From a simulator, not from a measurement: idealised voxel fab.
Proc. module: voxel air gaps
For reference, the cross-section in this document is cut, with width 235 nm and square cells of 5 nm.
Format of a cross-section: grid, square cells. Given as bands. Order: top down. Band: one or more rows of cells. Read a band's entry like this: the first values are the height of its top and the height of its bottom in nm, and what follows is the sequence of materials from left to right, each with its width in nm. Note that "air" is empty space, and that a single material marked "throughout" reaches across the band from edge to edge. The level at which height equals 0 is the one under which the wafer, as it arrives, is entirely one material. No lower edge exists for the bottom band, which continues downward and is notated as in "0 down". You'd read "30->40" like this: the band's top row of cells is as wide as the first number, its bottom row is as wide as the second, and going down, every row changes width by the same amount as the row before did. A step reported as "same as before" is a step in which no cell of the cross-section changed. Entry "Enclosed internal cavities". Content: empty spaces with no open connection to the top, size 8 cells or greater. Each: width x height at distance. Distance: from left edge. Unit: nm. after a step's settings: what the simulator itself notes on the step. "overlay nm", when on a step's line for a step with a mask, measures how far to the right of its planned place the mask lay; a negative measure means to the left.
-- Here's what the planned process steps look like
- 1: RECEIVE (material Si)
- 2: CONFORMAL_DEP (material SiO2; thk nm 10)
- 3: CONFORMAL_DEP (material SiN; thk nm 5)
- 4: DIRECTIONAL_DEP (material SiO2; thk nm 40)
- 5: DIRECTIONAL_DEP (material aC; thk nm 15)
- 6: PATTERN (tone open; mask id LINES; material resist; width nm 15; pitch nm 45; thk nm 30; overlay nm 0)
- 7: DIRECTIONAL_ETCH (etch materials aC; depth nm 15)
- 8: STRIP (etch materials resist)
- 9: DIRECTIONAL_ETCH (etch materials SiO2; depth nm 40)
- 10: STRIP (etch materials aC)
- 11: CONFORMAL_DEP (material TiN; thk nm 5)
- 12: FILL_DEP (material Ru; thk nm 10)
- 13: CMP (height nm 55)
- 14: EPI (material Ru; thk nm 10)
- 15: SELECTIVE_ETCH (etch materials SiO2; depth nm 50)
- 16: CONFORMAL_DEP (material SiN; thk nm 5)
-- Delivered wafer in cross-section: state after step 1
  0 down | Si throughout
  Enclosed internal cavities: none
-- Starting structure and process plan are as shown above, but one mistake was made in running the module; the wafer cross-section at the end of the module follows
  70 to 65 | air: 40, then SiN: 135, then air: 60
  65 to 55 | air: 40, then SiN: 5, then Ru: 35, then SiN: 10, then Ru: 35, then SiN: 10, then Ru: 35, then SiN: 5, then air: 60
  55 to 50 | air: 40, then SiN: 15, then TiN: 5, then Ru: 5, then TiN: 5, then SiN: 30, then TiN: 5, then Ru: 5, then TiN: 5, then SiN: 30, then TiN: 5, then Ru: 5, then TiN: 5, then SiN: 15, then air: 60
  50 to 20 | air: 50, then SiN: 5, then TiN: 5, then Ru: 5, then TiN: 5, then SiN: 5, then air: 20, then SiN: 5, then TiN: 5, then Ru: 5, then TiN: 5, then SiN: 5, then air: 20, then SiN: 5, then TiN: 5, then Ru: 5, then TiN: 5, then SiN: 5, then air: 70
  20 to 15 | SiN: 55, then TiN: 15, then SiN: 30, then TiN: 15, then SiN: 30, then TiN: 15, then SiN: 75
  15 to 10 | SiN throughout
  10 to 0 | SiO2 throughout
  0 down | Si throughout
  Enclosed internal cavities: 20 x 30 at 75; 20 x 30 at 120
Here's what went sideways: off-plan run, step 6, actual operation and settings PATTERN (tone open; mask id LINES; material resist; width nm 15; pitch nm 45; thk nm 30; overlay nm -10)
